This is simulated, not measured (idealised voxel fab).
Documented hereafter: the process module known as voxel local oxidation.
Square cells of 5 nm make up the cross-section cut, whose width is 265 nm.
We lay out every cross-section as a grid of square cells and spell it out in bands from the top down, where one band means one or more rows of cells.
Top height, bottom height, nm. Materials left to right, width each, nm. Single material + "full width" = fills band edge to edge. "blank" = empty.
Where do heights start? At 0: under that level the wafer as delivered is made of one material only. And the lowest band has no floor; it just carries on downward, as in "0 -> down".
It should be noted that a width expressed as "30..40" varies in equal increments from row to row of cells within the band, taking the value of the first number at the top row and that of the second number at the bottom row.
The cross-section has no changed cell in any step marked "nothing changed".
In "Enclosed internal cavities" the enclosed voids are listed, meaning empty spaces of 8 cells or larger without any opening to the top. The form is width x height at distance, distance from the left edge, units nm.
That trailing text on a step's line, after the settings, is the simulator's own remark on the step.
Among the settings permitted on a step's line is "overlay nm"; applied to a step with a mask, it specifies the extent to which the mask lay to the right of its planned position, whereas a negative figure signifies a position to the left.
Reading guide: pairs of cross-sections, before and after one process step; after view cut off at lowest changed band; step and settings listed under each pair. Pairs may stem from different runs of this module on the same starting wafer; continuity with the pair above only where the "before" entry states it.

Before
- 0 -> down  Si full width
- Enclosed internal cavities: none

Sectional View, Post-Process
- 5 -> 0  SiO2 full width
- Everything below 0 is unchanged.
- Enclosed internal cavities: none
Between before and after, shown above: CONFORMAL_DEP (material SiO2; thk nm 5)

before: per the after cross-section of the pair just above.

Sectional View, Post-Process
- 20 -> 5  SiN full width
- Everything below 5 is unchanged.
- Enclosed internal cavities: none
Between before and after, shown above: CONFORMAL_DEP (material SiN; thk nm 15)

before: per the after cross-section of the pair just above.

Sectional View, Post-Process
- 35 -> 20  aC full width
- Everything below 20 is unchanged.
- Enclosed internal cavities: none
Between before and after, shown above: DIRECTIONAL_DEP (material aC; thk nm 15)

before: per the after cross-section of the pair just above.

Sectional View, Post-Process
- 70 -> 35  75 blank  115 resist  75 blank
- Everything below 35 is unchanged.
- Enclosed internal cavities: none
Between before and after, shown above: PATTERN (tone cover; mask id ACTIVE; material resist; width nm 115; thk nm 35; overlay nm 0)

before: per the after cross-section of the pair just above.

Sectional View, Post-Process
- 55 -> 35  75 blank  115 resist  75 blank
- 35 -> 20  75 blank  115 aC  75 blank
- Everything below 20 is unchanged.
- Enclosed internal cavities: none
Between before and after, shown above: DIRECTIONAL_ETCH (etch materials aC; depth nm 15)

before: per the after cross-section of the pair just above.

Sectional View, Post-Process
- 35 -> 20  75 blank  115 aC  75 blank
- Everything below 20 is unchanged.
- Enclosed internal cavities: none
Between before and after, shown above: STRIP (etch materials resist)

before: per the after cross-section of the pair just above.

Sectional View, Post-Process
- 35 -> 20  75 blank  115 aC  75 blank
- 20 -> 5  75 blank  115 SiN  75 blank
- Everything below 5 is unchanged.
- Enclosed internal cavities: none
Between before and after, shown above: DIRECTIONAL_ETCH (etch materials SiN; depth nm 15)

before: per the after cross-section of the pair just above.

Sectional View, Post-Process
- 20 -> 5  75 blank  115 SiN  75 blank
- Everything below 5 is unchanged.
- Enclosed internal cavities: none
Between before and after, shown above: STRIP (etch materials aC)

before: per the after cross-section of the pair just above.

Sectional View, Post-Process
- 20 -> 5  75 blank  115 SiN  75 blank
- 5 -> 0  80 blank  105 SiO2  80 blank
- Everything below 0 is unchanged.
- Enclosed internal cavities: none
Between before and after, shown above: SELECTIVE_ETCH (etch materials SiO2; depth nm 5)

before: per the after cross-section of the pair just above.

Sectional View, Post-Process
- 20 -> 5  75 blank  115 SiN  75 blank
- 5 -> 0  80 blank  105 SiO2  80 blank
- 0 -> -10  90 SiO2  85 Si  90 SiO2
- Everything below -10 is unchanged.
- Enclosed internal cavities: none
Between before and after, shown above: OXIDIZE (depth nm 10)

before: per the after cross-section of the pair just above.

Sectional View, Post-Process
- 5 -> 0  80 blank  105 SiO2  80 blank
- Everything below 0 is unchanged.
- Enclosed internal cavities: none
Between before and after, shown above: STRIP (etch materials SiN)

Before
- 0 -> down  Si full width
- Enclosed internal cavities: none

Sectional View, Post-Process
- 15 -> 0  SiN full width
- Everything below 0 is unchanged.
- Enclosed internal cavities: none
Between before and after, shown above: CONFORMAL_DEP (material SiN; thk nm 15)

before: per the after cross-section of the pair just above.

Sectional View, Post-Process
- 30 -> 15  aC full width
- Everything below 15 is unchanged.
- Enclosed internal cavities: none
Between before and after, shown above: DIRECTIONAL_DEP (material aC; thk nm 15)

before: per the after cross-section of the pair just above.

Sectional View, Post-Process
- 65 -> 30  75 blank  115 resist  75 blank
- Everything below 30 is unchanged.
- Enclosed internal cavities: none
Between before and after, shown above: PATTERN (tone cover; mask id ACTIVE; material resist; width nm 115; thk nm 35; overlay nm 0)

before: per the after cross-section of the pair just above.

Sectional View, Post-Process
- 50 -> 30  75 blank  115 resist  75 blank
- 30 -> 15  75 blank  115 aC  75 blank
- Everything below 15 is unchanged.
- Enclosed internal cavities: none
Between before and after, shown above: DIRECTIONAL_ETCH (etch materials aC; depth nm 15)

before: per the after cross-section of the pair just above.

Sectional View, Post-Process
- 30 -> 15  75 blank  115 aC  75 blank
- Everything below 15 is unchanged.
- Enclosed internal cavities: none
Between before and after, shown above: STRIP (etch materials resist)

before: per the after cross-section of the pair just above.

Sectional View, Post-Process
- 30 -> 15  75 blank  115 aC  75 blank
- 15 -> 0  75 blank  115 SiN  75 blank
- Everything below 0 is unchanged.
- Enclosed internal cavities: none
Between before and after, shown above: DIRECTIONAL_ETCH (etch materials SiN; depth nm 15)

before: per the after cross-section of the pair just above.

Sectional View, Post-Process
- 15 -> 0  75 blank  115 SiN  75 blank
- Everything below 0 is unchanged.
- Enclosed internal cavities: none
Between before and after, shown above: STRIP (etch materials aC)

before: per the after cross-section of the pair just above.

Sectional View, Post-Process
- 15 -> 0  75 blank  115 SiN  75 blank
- 0 -> -10  85 SiO2  95 Si  85 SiO2
- Everything below -10 is unchanged.
- Enclosed internal cavities: none
Between before and after, shown above: OXIDIZE (depth nm 10)

before: per the after cross-section of the pair just above.

Sectional View, Post-Process
- 0 -> -10  85 SiO2  95 Si  85 SiO2
- Everything below -10 is unchanged.
- Enclosed internal cavities: none
Between before and after, shown above: STRIP (etch materials SiN)

Before
- 35 -> 20  75 blank  115 aC  75 blank
- 20 -> 5  75 blank  115 SiN  75 blank
- 5 -> 0  SiO2 full width
- 0 -> down  Si full width
- Enclosed internal cavities: none

Sectional View, Post-Process
- 35 -> 20  75 blank  115 aC  75 blank
- 20 -> 5  75 blank  115 SiN  75 blank
- 5 -> 0  80 blank  105 SiO2  80 blank
- Everything below 0 is unchanged.
- Enclosed internal cavities: none
Between before and after, shown above: SELECTIVE_ETCH (etch materials SiO2; depth nm 5)

before: per the after cross-section of the pair just above.

Sectional View, Post-Process
- 20 -> 5  75 blank  115 SiN  75 blank
- Everything below 5 is unchanged.
- Enclosed internal cavities: none
Between before and after, shown above: STRIP (etch materials aC)

before: per the after cross-section of the pair just above.

Sectional View, Post-Process
- 20 -> 5  75 blank  115 SiN  75 blank
- 5 -> 0  80 blank  105 SiO2  80 blank
- 0 -> -20  100 SiO2  65 Si  100 SiO2
- Everything below -20 is unchanged.
- Enclosed internal cavities: none
Between before and after, shown above: OXIDIZE (depth nm 20)

before: per the after cross-section of the pair just above.

Sectional View, Post-Process
- 5 -> 0  80 blank  105 SiO2  80 blank
- Everything below 0 is unchanged.
- Enclosed internal cavities: none
Between before and after, shown above: STRIP (etch materials SiN)

Before
- 35 -> 20  aC full width
- 20 -> 5  SiN full width
- 5 -> 0  SiO2 full width
- 0 -> down  Si full width
- Enclosed internal cavities: none

Sectional View, Post-Process
- 70 -> 35  75 blank  120 resist  70 blank
- Everything below 35 is unchanged.
- Enclosed internal cavities: none
Between before and after, shown above: PATTERN (tone cover; mask id ACTIVE; material resist; width nm 120; thk nm 35; overlay nm 0)

before: per the after cross-section of the pair just above.

Sectional View, Post-Process
- 55 -> 35  75 blank  120 resist  70 blank
- 35 -> 20  75 blank  120 aC  70 blank
- Everything below 20 is unchanged.
- Enclosed internal cavities: none
Between before and after, shown above: DIRECTIONAL_ETCH (etch materials aC; depth nm 15)

before: per the after cross-section of the pair just above.

Sectional View, Post-Process
- 35 -> 20  75 blank  120 aC  70 blank
- Everything below 20 is unchanged.
- Enclosed internal cavities: none
Between before and after, shown above: STRIP (etch materials resist)

before: per the after cross-section of the pair just above.

Sectional View, Post-Process
- 35 -> 20  75 blank  120 aC  70 blank
- 20 -> 5  75 blank  120 SiN  70 blank
- Everything below 5 is unchanged.
- Enclosed internal cavities: none
Between before and after, shown above: DIRECTIONAL_ETCH (etch materials SiN; depth nm 15)

before: per the after cross-section of the pair just above.

Sectional View, Post-Process
- 20 -> 5  75 blank  120 SiN  70 blank
- Everything below 5 is unchanged.
- Enclosed internal cavities: none
Between before and after, shown above: STRIP (etch materials aC)

before: per the after cross-section of the pair just above.

Sectional View, Post-Process
- 20 -> 5  75 blank  120 SiN  70 blank
- 5 -> 0  80 blank  110 SiO2  75 blank
- Everything below 0 is unchanged.
- Enclosed internal cavities: none
Between before and after, shown above: SELECTIVE_ETCH (etch materials SiO2; depth nm 5)

before: per the after cross-section of the pair just above.

Sectional View, Post-Process
- 20 -> 5  75 blank  120 SiN  70 blank
- 5 -> 0  80 blank  110 SiO2  75 blank
- 0 -> -10  90 SiO2  90 Si  85 SiO2
- Everything below -10 is unchanged.
- Enclosed internal cavities: none
Between before and after, shown above: OXIDIZE (depth nm 10)

before: per the after cross-section of the pair just above.

Sectional View, Post-Process
- 5 -> 0  80 blank  110 SiO2  75 blank
- Everything below 0 is unchanged.
- Enclosed internal cavities: none
Between before and after, shown above: STRIP (etch materials SiN)

Before
- 35 -> 20  aC full width
- 20 -> 5  SiN full width
- 5 -> 0  SiO2 full width
- 0 -> down  Si full width
- Enclosed internal cavities: none

Sectional View, Post-Process
- 70 -> 35  85 blank  115 resist  65 blank
- Everything below 35 is unchanged.
- Enclosed internal cavities: none
Between before and after, shown above: PATTERN (tone cover; mask id ACTIVE; material resist; width nm 115; thk nm 35; overlay nm 10)

before: per the after cross-section of the pair just above.

Sectional View, Post-Process
- 55 -> 35  85 blank  115 resist  65 blank
- 35 -> 20  85 blank  115 aC  65 blank
- Everything below 20 is unchanged.
- Enclosed internal cavities: none
Between before and after, shown above: DIRECTIONAL_ETCH (etch materials aC; depth nm 15)

before: per the after cross-section of the pair just above.

Sectional View, Post-Process
- 35 -> 20  85 blank  115 aC  65 blank
- Everything below 20 is unchanged.
- Enclosed internal cavities: none
Between before and after, shown above: STRIP (etch materials resist)

before: per the after cross-section of the pair just above.

Sectional View, Post-Process
- 35 -> 20  85 blank  115 aC  65 blank
- 20 -> 5  85 blank  115 SiN  65 blank
- Everything below 5 is unchanged.
- Enclosed internal cavities: none
Between before and after, shown above: DIRECTIONAL_ETCH (etch materials SiN; depth nm 15)

before: per the after cross-section of the pair just above.

Sectional View, Post-Process
- 20 -> 5  85 blank  115 SiN  65 blank
- Everything below 5 is unchanged.
- Enclosed internal cavities: none
Between before and after, shown above: STRIP (etch materials aC)

before: per the after cross-section of the pair just above.

Sectional View, Post-Process
- 20 -> 5  85 blank  115 SiN  65 blank
- 5 -> 0  90 blank  105 SiO2  70 blank
- Everything below 0 is unchanged.
- Enclosed internal cavities: none
Between before and after, shown above: SELECTIVE_ETCH (etch materials SiO2; depth nm 5)

before: per the after cross-section of the pair just above.

Sectional View, Post-Process
- 20 -> 5  85 blank  115 SiN  65 blank
- 5 -> 0  90 blank  105 SiO2  70 blank
- 0 -> -10  100 SiO2  85 Si  80 SiO2
- Everything below -10 is unchanged.
- Enclosed internal cavities: none
Between before and after, shown above: OXIDIZE (depth nm 10)

before: per the after cross-section of the pair just above.

Sectional View, Post-Process
- 5 -> 0  90 blank  105 SiO2  70 blank
- Everything below 0 is unchanged.
- Enclosed internal cavities: none
Between before and after, shown above: STRIP (etch materials SiN)

Before
- 5 -> 0  SiO2 full width
- 0 -> down  Si full width
- Enclosed internal cavities: none

Sectional View, Post-Process
- 20 -> 0  SiO2 full width
- Everything below 0 is unchanged.
- Enclosed internal cavities: none
Between before and after, shown above: CONFORMAL_DEP (material SiO2; thk nm 15)

before: per the after cross-section of the pair just above.

Sectional View, Post-Process
- 35 -> 20  aC full width
- Everything below 20 is unchanged.
- Enclosed internal cavities: none
Between before and after, shown above: DIRECTIONAL_DEP (material aC; thk nm 15)

before: per the after cross-section of the pair just above.

Sectional View, Post-Process
- 70 -> 35  75 blank  115 resist  75 blank
- Everything below 35 is unchanged.
- Enclosed internal cavities: none
Between before and after, shown above: PATTERN (tone cover; mask id ACTIVE; material resist; width nm 115; thk nm 35; overlay nm 0)

before: per the after cross-section of the pair just above.

Sectional View, Post-Process
- 55 -> 35  75 blank  115 resist  75 blank
- 35 -> 20  75 blank  115 aC  75 blank
- Everything below 20 is unchanged.
- Enclosed internal cavities: none
Between before and after, shown above: DIRECTIONAL_ETCH (etch materials aC; depth nm 15)

before: per the after cross-section of the pair just above.

Sectional View, Post-Process
- 35 -> 20  75 blank  115 aC  75 blank
- Everything below 20 is unchanged.
- Enclosed internal cavities: none
Between before and after, shown above: STRIP (etch materials resist)

before: per the after cross-section of the pair just above.

Sectional View, Post-Process
- 20 -> 0  SiO2 full width
- Everything below 0 is unchanged.
- Enclosed internal cavities: none
Between before and after, shown above: STRIP (etch materials aC)

before: per the after cross-section of the pair just above.

Sectional View, Post-Process
- 15 -> 0  SiO2 full width
- Everything below 0 is unchanged.
- Enclosed internal cavities: none
Between before and after, shown above: SELECTIVE_ETCH (etch materials SiO2; depth nm 5)

Before
- 35 -> 20  aC full width
- 20 -> 5  SiN full width
- 5 -> 0  SiO2 full width
- 0 -> down  Si full width
- Enclosed internal cavities: none

Sectional View, Post-Process
- 70 -> 35  75 resist  115 blank  75 resist
- Everything below 35 is unchanged.
- Enclosed internal cavities: none
Between before and after, shown above: PATTERN (tone open; mask id ACTIVE; material resist; width nm 115; thk nm 35; overlay nm 0)

before: per the after cross-section of the pair just above.

Sectional View, Post-Process
- 55 -> 35  75 resist  115 blank  75 resist
- 35 -> 20  75 aC  115 blank  75 aC
- Everything below 20 is unchanged.
- Enclosed internal cavities: none
Between before and after, shown above: DIRECTIONAL_ETCH (etch materials aC; depth nm 15)

before: per the after cross-section of the pair just above.

Sectional View, Post-Process
- 35 -> 20  75 aC  115 blank  75 aC
- Everything below 20 is unchanged.
- Enclosed internal cavities: none
Between before and after, shown above: STRIP (etch materials resist)

before: per the after cross-section of the pair just above.

Sectional View, Post-Process
- 35 -> 20  75 aC  115 blank  75 aC
- 20 -> 5  75 SiN  115 blank  75 SiN
- Everything below 5 is unchanged.
- Enclosed internal cavities: none
Between before and after, shown above: DIRECTIONAL_ETCH (etch materials SiN; depth nm 15)

before: per the after cross-section of the pair just above.

Sectional View, Post-Process
- 20 -> 5  75 SiN  115 blank  75 SiN
- Everything below 5 is unchanged.
- Enclosed internal cavities: none
Between before and after, shown above: STRIP (etch materials aC)

before: per the after cross-section of the pair just above.

Sectional View, Post-Process
- 20 -> 5  75 SiN  115 blank  75 SiN
- 5 -> 0  70 SiO2  125 blank  70 SiO2
- Everything below 0 is unchanged.
- Enclosed internal cavities: none
Between before and after, shown above: SELECTIVE_ETCH (etch materials SiO2; depth nm 5)

before: per the after cross-section of the pair just above.

Sectional View, Post-Process
- 20 -> 5  75 SiN  115 blank  75 SiN
- 5 -> 0  70 SiO2  125 blank  70 SiO2
- 0 -> -10  60 Si  145 SiO2  60 Si
- Everything below -10 is unchanged.
- Enclosed internal cavities: none
Between before and after, shown above: OXIDIZE (depth nm 10)

before: per the after cross-section of the pair just above.

Sectional View, Post-Process
- 5 -> 0  70 SiO2  125 blank  70 SiO2
- Everything below 0 is unchanged.
- Enclosed internal cavities: none
Between before and after, shown above: STRIP (etch materials SiN)
